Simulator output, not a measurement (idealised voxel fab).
process module | voxel wiring stack
cross-section cut | 220 nm wide | cells 5 nm
A cross-section is a grid of square cells, given in bands from the top down. A band is one or more rows of cells.
Each band's line starts with the height of the band's top and of its bottom, in nm. Then come its materials from left to right, each with its width in nm. One material with "throughout" fills the band from edge to edge. "air" is empty space.
Height 0 is the level under which the wafer as received is all one material. The lowest band goes on downwards, as in "0 down".
A width such as "30 to 40" changes by the same amount from each row of cells to the next, from the band's top row to its bottom row.
"no change" after a step means that no cell of the cross-section changed.
closed voids: empty space of 8 cells or more with no open way to the top, each as width x height at its distance from the left edge, in nm
after a step's settings: what the simulator itself notes on the step
overlay nm, on a step with a mask: how far to the right of its planned place the mask lay; to the left if negative
plan
1 op RECEIVE | material Si
2 op CONFORMAL_DEP | material SiO2 | thk nm 15
3 op DIRECTIONAL_DEP | material TiN | thk nm 5
4 op DIRECTIONAL_DEP | material W | thk nm 15
5 op DIRECTIONAL_DEP | material aC | thk nm 10
6 op PATTERN | tone cover | mask id METAL_1 | material resist | width nm 25 | pitch nm 40 | thk nm 30 | overlay nm 0
7 op DIRECTIONAL_ETCH | etch materials aC | depth nm 5
8 op STRIP | etch materials resist
9 op DIRECTIONAL_ETCH | etch materials W | depth nm 15
10 op DIRECTIONAL_ETCH | etch materials TiN | depth nm 5
11 op STRIP | etch materials aC
12 op CONFORMAL_DEP | material SiCN | thk nm 5
13 op FILL_DEP | material SiO2 | thk nm 5
14 op CMP | height nm 35
15 op CONFORMAL_DEP | material SiCN | thk nm 5
16 op DIRECTIONAL_DEP | material SiO2 | thk nm 30
17 op DIRECTIONAL_DEP | material aC | thk nm 10
18 op PATTERN | tone open | mask id METAL_2 | material resist | width nm 25 | pitch nm 40 | thk nm 30 | overlay nm 0
19 op DIRECTIONAL_ETCH | etch materials aC | depth nm 10
20 op STRIP | etch materials resist
21 op DIRECTIONAL_ETCH | etch materials SiO2 | depth nm 15
22 op STRIP | etch materials aC
23 op MASKED_ETCH | tone open | mask id METAL_2_HOLES | width nm 15 | pitch nm 40 | etch materials SiO2 | depth nm 15 | overlay nm 0
24 op MASKED_ETCH | tone open | mask id METAL_2_HOLES | width nm 15 | pitch nm 40 | etch materials SiCN | depth nm 5 | overlay nm 0
25 op CONFORMAL_DEP | material TiN | thk nm 5
26 op FILL_DEP | material Cu | thk nm 10
27 op CMP | height nm 70
28 op CONFORMAL_DEP | material SiN | thk nm 5
varied across the wafers: depth nm of step 7. The plan shows the first wafer's value. All wafers start alike
first wafer as received, after step 1
  0 down: Si throughout
  closed voids: none
first wafer at the end, after step 28
  75 to 70: SiN throughout
  70 to 60: SiO2 75 | TiN 5 | Cu 15 | TiN 5 | SiO2 15 | TiN 5 | Cu 15 | TiN 5 | SiO2 80
  60 to 55: SiO2 75 | TiN 5 | Cu 5 | TiN 15 | SiO2 15 | TiN 5 | Cu 5 | TiN 15 | SiO2 80
  55 to 40: SiO2 75 | TiN 5 | Cu 5 | TiN 5 | SiO2 25 | TiN 5 | Cu 5 | TiN 5 | SiO2 90
  40 to 35: SiCN 75 | TiN 15 | SiCN 25 | TiN 15 | SiCN 90
  35 to 20: W throughout
  20 to 15: TiN throughout
  15 to 0: SiO2 throughout
  0 down: Si throughout
  closed voids: none
last wafer at the end
  75 to 70: SiN throughout
  70 to 60: SiO2 75 | TiN 5 | Cu 15 | TiN 5 | SiO2 15 | TiN 5 | Cu 15 | TiN 5 | SiO2 80
  60 to 55: SiO2 75 | TiN 5 | Cu 5 | TiN 15 | SiO2 15 | TiN 5 | Cu 5 | TiN 15 | SiO2 80
  55 to 40: SiO2 75 | TiN 5 | Cu 5 | TiN 5 | SiO2 25 | TiN 5 | Cu 5 | TiN 5 | SiO2 90
  40 to 35: SiCN 75 | TiN 15 | SiCN 25 | TiN 15 | SiCN 90
  35 to 20: SiO2 70 | SiCN 5 | W 25 | SiCN 5 | SiO2 5 | SiCN 5 | W 25 | SiCN 5 | SiO2 75
  20 to 15: SiCN 75 | TiN 25 | SiCN 15 | TiN 25 | SiCN 80
  15 to 0: SiO2 throughout
  0 down: Si throughout
  closed voids: none
each wafer at the end: cells of each material gained (+) or lost (-) since it was received, then its closed voids
depth nm 5 | +20 Cu | +38 SiCN | +44 SiN | +348 SiO2 | +78 TiN | +132 W | closed voids: none
depth nm 10 | +20 Cu | +84 SiCN | +44 SiN | +438 SiO2 | +44 TiN | +30 W | closed voids: none
depth nm 15 | +20 Cu | +84 SiCN | +44 SiN | +438 SiO2 | +44 TiN | +30 W | closed voids: none
depth nm 20 | +20 Cu | +84 SiCN | +44 SiN | +438 SiO2 | +44 TiN | +30 W | closed voids: none
depth nm 25 | +20 Cu | +84 SiCN | +44 SiN | +438 SiO2 | +44 TiN | +30 W | closed voids: none
